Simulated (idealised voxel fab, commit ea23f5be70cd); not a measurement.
Documented hereafter: the process module known as voxel air gaps.
The width of the displayed cross-section, cut, is 165 nm; its cells are square, with a size of 5 nm.
This document writes a cross-section as a grid whose cells are square, and gives it as bands, listed from the top down; one or more rows of cells form a band.
The band entry comprises the height of the band's top followed by the height of its bottom, expressed in nm, and subsequently the band's materials from left to right, each stated together with its width in nm. Where a single material is marked with the word "full width", that material fills the band from edge to edge. The word "air" represents empty space.
Height is counted from the level 0, under which the received wafer is composed throughout of one material. The lowest of the bands is not closed at the bottom but continues downward, in the notation "0 down".
A two-number width, for instance "30 to 40", indicates that the width is equal to the first number in the top row of the band and to the second number in the bottom row, and that it changes by a constant amount per row of cells.
Where a step carries "remained unchanged", the cross-section came out of it unchanged, cell for cell.
Empty spaces counting at least 8 cells and having no open way to the top are listed in "Enclosed void list". The notation width x height at distance is used for each, the distance being from the left edge and all three values in nm.
Anything after a step's settings on that line? It's the simulator's own note about the step.
overlay nm, on a step with a mask: how far to the right of its planned place the mask lay; to the left if negative
**The steps planned for the process are as follows**
| 1 | RECEIVE | material Si |
| 2 | CONFORMAL_DEP | material SiO2 | thk nm 15 |
| 3 | CONFORMAL_DEP | material SiN | thk nm 5 |
| 4 | DIRECTIONAL_DEP | material SiO2 | thk nm 40 |
| 5 | PATTERN | tone open | mask id LINES | material resist | width nm 15 | pitch nm 40 | thk nm 15 | overlay nm 0 |
| 6 | DIRECTIONAL_ETCH | etch materials SiO2 | depth nm 40 |
| 7 | STRIP | etch materials resist |
| 8 | CONFORMAL_DEP | material TiN | thk nm 5 |
| 9 | FILL_DEP | material W | thk nm 10 |
| 10 | CMP | height nm 60 |
| 11 | EPI | material Ru | thk nm 10 |
| 12 | SELECTIVE_ETCH | etch materials SiO2 | depth nm 50 |
| 13 | CONFORMAL_DEP | material SiCN | thk nm 5 |
**Shown in cross-section is the wafer as received, that is, as it stands after step 1**
0 down = Si full width
Enclosed void list: none
**Here's the wafer cut in cross-section after the module, started and planned just like above, except one thing was done wrong in the run**
75 to 70 = 10 air | 125 SiCN | 30 air
70 to 60 = 10 air | 5 SiCN | 35 Ru | 5 SiCN | 35 Ru | 5 SiCN | 35 Ru | 5 SiCN | 30 air
60 to 55 = 10 air | 15 SiCN | 5 TiN | 5 W | 5 TiN | 25 SiCN | 5 TiN | 5 W | 5 TiN | 25 SiCN | 5 TiN | 5 W | 5 TiN | 15 SiCN | 30 air
55 to 25 = 20 air | 5 SiCN | 5 TiN | 5 W | 5 TiN | 5 SiCN | 15 air | 5 SiCN | 5 TiN | 5 W | 5 TiN | 5 SiCN | 15 air | 5 SiCN | 5 TiN | 5 W | 5 TiN | 5 SiCN | 40 air
25 to 20 = 25 SiCN | 15 TiN | 25 SiCN | 15 TiN | 25 SiCN | 15 TiN | 45 SiCN
20 to 15 = SiN full width
15 to 0 = SiO2 full width
0 down = Si full width
Enclosed void list: 15 x 30 at 45; 15 x 30 at 85
Heads up, the wafer didn't run the way we planned it: planned and actual differ for step 5; actual: PATTERN | tone open | mask id LINES | material resist | width nm 15 | pitch nm 40 | thk nm 15 | overlay nm -10
